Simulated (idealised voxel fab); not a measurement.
voxel gate over fins: a process module
255 nm wide, 5 nm square cells: that's cross-section cut.
Cross-section, as written here: a square-cell grid given band by band from the top down, where a band holds one or more rows of cells.
Quick guide to a band line: top height, bottom height (nm) up front; then every material left to right with its width in nm. Only one material and it's marked "all across"? Then it fills the band edge to edge. And "blank" just means empty space.
Heights are expressed relative to 0, this being the level below which the as-received wafer comprises one material exclusively. The lowest band is unbounded in the downward direction and is denoted as in "0..down".
The notation "30..40" denotes a width that varies across the rows of cells in the band, beginning at the first number in the top row, finishing at the second number in the bottom row, and changing by an identical amount from each row to the next.
Step note "nothing different" = no cross-section cell changed.
Entry "Sealed internal voids" = empty spaces >= 8 cells with no open way to the top; each as width x height at distance, distance from left edge, all nm.
What comes after the settings on a step's line is commentary from the simulator itself on that step.
The line of a step may include "overlay nm". On a step with a mask, this value is how far to the right of its planned place the mask lay. A negative value means the mask lay to the left.

[plan]
| 1 | RECEIVE (material Si) |
| 2 | CONFORMAL_DEP (material SiN; thk nm 5) |
| 3 | MASKED_ETCH (tone cover; mask id FINS; width nm 15; pitch nm 50; etch materials SiN; depth nm 5; overlay nm 0) |
| 4 | MASKED_ETCH (tone cover; mask id FINS; width nm 15; pitch nm 50; etch materials Si; depth nm 30; overlay nm 0) |
| 5 | FILL_DEP (material SiO2; thk nm 10) |
| 6 | CMP (height nm 5) |
| 7 | MASKED_ETCH (tone open; mask id RAIL; width nm 15; etch materials SiO2; depth nm 30; overlay nm 0) |
| 8 | CONFORMAL_DEP (material TiN; thk nm 5) |
| 9 | FILL_DEP (material Ru; thk nm 5) |
| 10 | CMP (height nm 5) |
| 11 | SELECTIVE_ETCH (etch materials W Ru TiN; depth nm 20) |
| 12 | FILL_DEP (material SiO2; thk nm 5) |
| 13 | CMP (height nm 5) |
| 14 | SELECTIVE_ETCH (etch materials SiO2; depth nm 15) |
| 15 | STRIP (etch materials SiN) |
| 16 | CONFORMAL_DEP (material HfO2; thk nm 5) |
| 17 | CONFORMAL_DEP (material TiN; thk nm 5) |
| 18 | CONFORMAL_DEP (material TiAl; thk nm 5) |
| 19 | CONFORMAL_DEP (material TiN; thk nm 5) |
| 20 | FILL_DEP (material W; thk nm 10) |
| 21 | CMP (height nm 25) |
| 22 | CONFORMAL_DEP (material SiCN; thk nm 5) |

[The first of a set of two wafers, run to plan]

[So this is the incoming wafer in cross-section - it's already been through step 1]
- 0..down | Si all across
- Sealed internal voids: none

[After step 2: wafer cross-section]
- 5..0 | SiN all across
- Rest of section, below 0: as before.

[After step 3: wafer cross-section]
- 5..0 | blank 70 | SiN 15 | blank 35 | SiN 15 | blank 35 | SiN 15 | blank 70
- Rest of section, below 0: as before.

[After step 4: wafer cross-section]
- 5..0 | blank 70 | SiN 15 | blank 35 | SiN 15 | blank 35 | SiN 15 | blank 70
- 0..-30 | blank 70 | Si 15 | blank 35 | Si 15 | blank 35 | Si 15 | blank 70
- Rest of section, below -30: as before.

[After step 5: wafer cross-section]
- 15..5 | SiO2 all across
- 5..0 | SiO2 70 | SiN 15 | SiO2 35 | SiN 15 | SiO2 35 | SiN 15 | SiO2 70
- 0..-30 | SiO2 70 | Si 15 | SiO2 35 | Si 15 | SiO2 35 | Si 15 | SiO2 70
- Rest of section, below -30: as before.

[After step 6: wafer cross-section]
- 5..0 | SiO2 70 | SiN 15 | SiO2 35 | SiN 15 | SiO2 35 | SiN 15 | SiO2 70
- Rest of section, below 0: as before.

[After step 7: wafer cross-section]
- 5..0 | SiO2 70 | SiN 15 | SiO2 10 | blank 15 | SiO2 10 | SiN 15 | SiO2 35 | SiN 15 | SiO2 70
- 0..-25 | SiO2 70 | Si 15 | SiO2 10 | blank 15 | SiO2 10 | Si 15 | SiO2 35 | Si 15 | SiO2 70
- Rest of section, below -25: as before.

[After step 8: wafer cross-section]
- 10..5 | TiN 100 | blank 5 | TiN 150
- 5..0 | SiO2 70 | SiN 15 | SiO2 10 | TiN 5 | blank 5 | TiN 5 | SiO2 10 | SiN 15 | SiO2 35 | SiN 15 | SiO2 70
- 0..-20 | SiO2 70 | Si 15 | SiO2 10 | TiN 5 | blank 5 | TiN 5 | SiO2 10 | Si 15 | SiO2 35 | Si 15 | SiO2 70
- -20..-25 | SiO2 70 | Si 15 | SiO2 10 | TiN 15 | SiO2 10 | Si 15 | SiO2 35 | Si 15 | SiO2 70
- Rest of section, below -25: as before.

[After step 9: wafer cross-section]
- 15..10 | Ru all across
- 10..5 | TiN 100 | Ru 5 | TiN 150
- 5..0 | SiO2 70 | SiN 15 | SiO2 10 | TiN 5 | Ru 5 | TiN 5 | SiO2 10 | SiN 15 | SiO2 35 | SiN 15 | SiO2 70
- 0..-20 | SiO2 70 | Si 15 | SiO2 10 | TiN 5 | Ru 5 | TiN 5 | SiO2 10 | Si 15 | SiO2 35 | Si 15 | SiO2 70
- Rest of section, below -20: as before.

[After step 10: wafer cross-section]
- 5..0 | SiO2 70 | SiN 15 | SiO2 10 | TiN 5 | Ru 5 | TiN 5 | SiO2 10 | SiN 15 | SiO2 35 | SiN 15 | SiO2 70
- Rest of section, below 0: as before.

[After step 11: wafer cross-section]
- 5..0 | SiO2 70 | SiN 15 | SiO2 10 | blank 15 | SiO2 10 | SiN 15 | SiO2 35 | SiN 15 | SiO2 70
- 0..-15 | SiO2 70 | Si 15 | SiO2 10 | blank 15 | SiO2 10 | Si 15 | SiO2 35 | Si 15 | SiO2 70
- Rest of section, below -15: as before.

[After step 12: wafer cross-section]
- 10..5 | SiO2 all across
- 5..0 | SiO2 70 | SiN 15 | SiO2 35 | SiN 15 | SiO2 35 | SiN 15 | SiO2 70
- 0..-15 | SiO2 70 | Si 15 | SiO2 35 | Si 15 | SiO2 35 | Si 15 | SiO2 70
- Rest of section, below -15: as before.

[After step 13: wafer cross-section]
- 5..0 | SiO2 70 | SiN 15 | SiO2 35 | SiN 15 | SiO2 35 | SiN 15 | SiO2 70
- Rest of section, below 0: as before.

[After step 14: wafer cross-section]
- 5..0 | blank 70 | SiN 15 | blank 35 | SiN 15 | blank 35 | SiN 15 | blank 70
- 0..-10 | blank 70 | Si 15 | blank 35 | Si 15 | blank 35 | Si 15 | blank 70
- Rest of section, below -10: as before.

[After step 15: wafer cross-section]
- 0..-10 | blank 70 | Si 15 | blank 35 | Si 15 | blank 35 | Si 15 | blank 70
- Rest of section, below -10: as before.

[After step 16: wafer cross-section]
- 5..0 | blank 65 | HfO2 25 | blank 25 | HfO2 25 | blank 25 | HfO2 25 | blank 65
- 0..-5 | blank 65 | HfO2 5 | Si 15 | HfO2 5 | blank 25 | HfO2 5 | Si 15 | HfO2 5 | blank 25 | HfO2 5 | Si 15 | HfO2 5 | blank 65
- -5..-10 | HfO2 70 | Si 15 | HfO2 35 | Si 15 | HfO2 35 | Si 15 | HfO2 70
- Rest of section, below -10: as before.

[After step 17: wafer cross-section]
- 10..5 | blank 60 | TiN 35 | blank 15 | TiN 35 | blank 15 | TiN 35 | blank 60
- 5..0 | blank 60 | TiN 5 | HfO2 25 | TiN 5 | blank 15 | TiN 5 | HfO2 25 | TiN 5 | blank 15 | TiN 5 | HfO2 25 | TiN 5 | blank 60
- 0..-5 | TiN 65 | HfO2 5 | Si 15 | HfO2 5 | TiN 25 | HfO2 5 | Si 15 | HfO2 5 | TiN 25 | HfO2 5 | Si 15 | HfO2 5 | TiN 65
- Rest of section, below -5: as before.

[After step 18: wafer cross-section]
- 15..10 | blank 55 | TiAl 45 | blank 5 | TiAl 45 | blank 5 | TiAl 45 | blank 55
- 10..5 | blank 55 | TiAl 5 | TiN 35 | TiAl 5 | blank 5 | TiAl 5 | TiN 35 | TiAl 5 | blank 5 | TiAl 5 | TiN 35 | TiAl 5 | blank 55
- 5..0 | TiAl 60 | TiN 5 | HfO2 25 | TiN 5 | TiAl 15 | TiN 5 | HfO2 25 | TiN 5 | TiAl 15 | TiN 5 | HfO2 25 | TiN 5 | TiAl 60
- Rest of section, below 0: as before.

[After step 19: wafer cross-section]
- 20..15 | blank 50 | TiN 155 | blank 50
- 15..10 | blank 50 | TiN 5 | TiAl 45 | TiN 5 | TiAl 45 | TiN 5 | TiAl 45 | TiN 5 | blank 50
- 10..5 | TiN 55 | TiAl 5 | TiN 35 | TiAl 5 | TiN 5 | TiAl 5 | TiN 35 | TiAl 5 | TiN 5 | TiAl 5 | TiN 35 | TiAl 5 | TiN 55
- Rest of section, below 5: as before.

[After step 20: wafer cross-section]
- 30..20 | W all across
- 20..15 | W 50 | TiN 155 | W 50
- 15..10 | W 50 | TiN 5 | TiAl 45 | TiN 5 | TiAl 45 | TiN 5 | TiAl 45 | TiN 5 | W 50
- Rest of section, below 10: as before.

[After step 21: wafer cross-section]
- 25..20 | W all across
- Rest of section, below 20: as before.

[After step 22: wafer cross-section]
- 30..25 | SiCN all across
- Rest of section, below 25: as before.

[Second wafer. Start and plan as for the first. One mistake made in running. Agrees with the first up to and including step 17]

Planned end of step 18: second wafer, cross-section: nothing different

[Planned end of step 19: second wafer, cross-section]
- 15..5 | blank 55 | TiN 45 | blank 5 | TiN 45 | blank 5 | TiN 45 | blank 55
- 5..0 | TiN 65 | HfO2 25 | TiN 25 | HfO2 25 | TiN 25 | HfO2 25 | TiN 65
- Rest of section, below 0: as before.

[Planned end of step 20: second wafer, cross-section]
- 25..15 | W all across
- 15..5 | W 55 | TiN 45 | W 5 | TiN 45 | W 5 | TiN 45 | W 55
- Rest of section, below 5: as before.

Planned end of step 21: second wafer, cross-section: nothing different

[Planned end of step 22: second wafer, cross-section]
- 30..25 | SiCN all across
- Rest of section, below 25: as before.
Misprocessing identified: yeah, step 18 of the plan got skipped, never ran
Heads up, by the end the second wafer has more or fewer cells of some materials compared to the first: TiAl: 63 fewer; TiN: 4 more; W: 59 more
